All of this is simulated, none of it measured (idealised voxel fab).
Presented below is a process module, voxel released beams.
Section cut is 220 nm wide and gridded with 5 nm square cells.
Format of a cross-section: grid, square cells. Given as bands. Order: top down. Band: one or more rows of cells.
Heads up on the band format: heights come first, top then bottom, in nm. After that it's the materials left to right, each with its width in nm. A single material flagged "full width" fills the whole band edge to edge, and "empty" means there's empty space there.
For the purposes of this specification, 0 denotes the height below which the wafer in its as-received condition is composed wholly of one material, and the lowermost band, lacking a lower limit, extends downward without end, as expressed in "0 -> down".
The width entry "30->40" should be interpreted row by row: the top row of cells in the band takes the first number, the bottom row takes the second number, and the change between adjacent rows is uniform throughout.
"remains unaltered" (step): cross-section cells unchanged, all of them.
This entry, "Trapped voids", enumerates those empty regions of no fewer than 8 cells that possess no open connection to the top. Each region is reported in the form width x height at distance, the distance being taken from the left edge, with all three quantities expressed in nm.
On a step's line, text after the settings is the simulator commenting on that step.
overlay nm: mask offset rightward from planned place, masked step; negative means leftward offset.

### These are the steps we planned for the process
1. RECEIVE with material Si
2. CONFORMAL_DEP with material SiN, thk nm 5
3. DIRECTIONAL_DEP with material SiO2, thk nm 15
4. PATTERN with tone open, mask id ANCHOR, material resist, width nm 35, thk nm 20, overlay nm 0
5. DIRECTIONAL_ETCH with etch materials SiO2, depth nm 15
6. STRIP with etch materials resist
7. CONFORMAL_DEP with material TiN, thk nm 5
8. MASKED_ETCH with tone cover, mask id BEAM, width nm 105, etch materials TiN, depth nm 10, overlay nm 0
9. STRIP with etch materials SiO2
The thk nm used in step 7 is not the same on every wafer, whereas the starting condition is; the value printed in the plan is the first wafer's.

### First wafer of several, as received: cross-section after step 1
    0 -> down = Si full width
    Trapped voids: none

### The following table contains a row per wafer, in which are reported, at the conclusion of the module, the cells of each material gained (+) or lost (-) since the wafer's receipt, with its closed voids given thereafter
thk nm 5, +44 SiN, +27 TiN, Trapped voids: none
thk nm 10, +44 SiN, +54 TiN, Trapped voids: none
thk nm 15, +44 SiN, +111 SiO2, +104 TiN, Trapped voids: none
thk nm 20, +44 SiN, +111 SiO2, +151 TiN, Trapped voids: none
thk nm 25, +44 SiN, +111 SiO2, +195 TiN, Trapped voids: none
